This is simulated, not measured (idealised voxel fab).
process module | voxel wiring stack
cross-section cut | 230 nm wide | cells 5 nm
A cross-section is a grid of square cells, given in bands from the top down. A band is one or more rows of cells.
Each band's line starts with the height of the band's top and of its bottom, in nm. Then come its materials from left to right, each with its width in nm. One material with "throughout" fills the band from edge to edge. "air" is empty space.
Height 0 is the level under which the wafer as received is all one material. The lowest band goes on downwards, as in "0 down".
A width such as "30 to 40" changes by the same amount from each row of cells to the next, from the band's top row to its bottom row.
"no change" after a step means that no cell of the cross-section changed.
closed voids: empty space of 8 cells or more with no open way to the top, each as width x height at its distance from the left edge, in nm
after a step's settings: what the simulator itself notes on the step
overlay nm, on a step with a mask: how far to the right of its planned place the mask lay; to the left if negative
plan
1 op RECEIVE | material Si
2 op CONFORMAL_DEP | material SiO2 | thk nm 10
3 op CONFORMAL_DEP | material SiCN | thk nm 5
4 op DIRECTIONAL_DEP | material SiO2 | thk nm 15
5 op MASKED_ETCH | tone open | mask id METAL_1 | width nm 20 | pitch nm 35 | etch materials SiO2 | depth nm 15 | overlay nm 0
6 op MASKED_ETCH | tone open | mask id METAL_1 | width nm 20 | pitch nm 35 | etch materials SiCN | depth nm 5 | overlay nm 0
7 op CONFORMAL_DEP | material TiN | thk nm 5
8 op FILL_DEP | material W | thk nm 5
9 op CMP | height nm 30
10 op EPI | material Ru | thk nm 5
11 op FILL_DEP | material SiCN | thk nm 5
12 op DIRECTIONAL_DEP | material lowk | thk nm 20
13 op MASKED_ETCH | tone open | mask id PLUG_1 | width nm 15 | pitch nm 35 | etch materials lowk | depth nm 20 | overlay nm 0
14 op MASKED_ETCH | tone open | mask id PLUG_1 | width nm 15 | pitch nm 35 | etch materials SiCN | depth nm 5 | overlay nm 0
15 op CONFORMAL_DEP | material TiN | thk nm 5
16 op FILL_DEP | material Cu | thk nm 10
17 op CMP | height nm 60
18 op DIRECTIONAL_DEP | material TiN | thk nm 5
19 op DIRECTIONAL_DEP | material W | thk nm 20
20 op PATTERN | tone cover | mask id METAL_2 | material resist | width nm 20 | pitch nm 35 | thk nm 15 | overlay nm 0
21 op DIRECTIONAL_ETCH | etch materials W | depth nm 20
22 op DIRECTIONAL_ETCH | etch materials TiN | depth nm 5
23 op STRIP | etch materials resist
24 op FILL_DEP | material lowk | thk nm 10
25 op CMP | height nm 85
26 op CONFORMAL_DEP | material SiCN | thk nm 5
27 op DIRECTIONAL_DEP | material SiO2 | thk nm 30
28 op DIRECTIONAL_DEP | material aC | thk nm 10
29 op PATTERN | tone open | mask id METAL_3_HOLES | material resist | width nm 15 | pitch nm 70 | thk nm 25 | overlay nm 0
30 op DIRECTIONAL_ETCH | etch materials aC | depth nm 10
31 op STRIP | etch materials resist
32 op DIRECTIONAL_ETCH | etch materials SiO2 | depth nm 30
33 op STRIP | etch materials aC
34 op PATTERN | tone open | mask id METAL_3 | material resist | width nm 20 | pitch nm 35 | thk nm 20 | overlay nm 0
35 op DIRECTIONAL_ETCH | etch materials SiO2 | depth nm 15
36 op DIRECTIONAL_ETCH | etch materials SiCN | depth nm 5
37 op STRIP | etch materials resist
38 op CONFORMAL_DEP | material TiN | thk nm 5
39 op FILL_DEP | material Cu | thk nm 5
40 op CMP | height nm 120
41 op CONFORMAL_DEP | material SiCN | thk nm 5
as received, after step 1
  0 down: Si throughout
  closed voids: none
a wafer at the end: this start, this plan, one mistake
  125 to 120: SiCN throughout
  120 to 110: SiO2 50 | TiN 5 | Cu 10 | TiN 5 | SiO2 15 | TiN 5 | Cu 10 | TiN 5 | SiO2 15 | TiN 5 | Cu 10 | TiN 5 | SiO2 15 | TiN 5 | Cu 10 | TiN 5 | SiO2 55
  110 to 105: SiO2 50 | TiN 5 | Cu 5 | TiN 10 | SiO2 15 | TiN 20 | SiO2 15 | TiN 5 | Cu 5 | TiN 10 | SiO2 15 | TiN 20 | SiO2 55
  105 to 90: SiO2 50 | TiN 5 | Cu 5 | TiN 5 | SiO2 55 | TiN 5 | Cu 5 | TiN 5 | SiO2 95
  90 to 85: SiCN 50 | TiN 15 | SiCN 55 | TiN 15 | SiCN 95
  85 to 65: lowk 50 | W 20 | lowk 15 | W 20 | lowk 15 | W 20 | lowk 15 | W 20 | lowk 55
  65 to 60: lowk 50 | TiN 20 | lowk 15 | TiN 20 | lowk 15 | TiN 20 | lowk 15 | TiN 20 | lowk 55
  60 to 40: lowk 50 | TiN 5 | Cu 5 | TiN 5 | lowk 20 | TiN 5 | Cu 5 | TiN 5 | lowk 20 | TiN 5 | Cu 5 | TiN 5 | lowk 20 | TiN 5 | Cu 5 | TiN 5 | lowk 60
  40 to 35: SiCN 50 | TiN 15 | SiCN 20 | TiN 15 | SiCN 20 | TiN 15 | SiCN 20 | TiN 15 | SiCN 60
  35 to 30: Ru throughout
  30 to 15: TiN throughout
  15 to 10: SiCN throughout
  10 to 0: SiO2 throughout
  0 down: Si throughout
  closed voids: none
what went wrong: step 4 ran as: op DIRECTIONAL_DEP | material TiN | thk nm 15
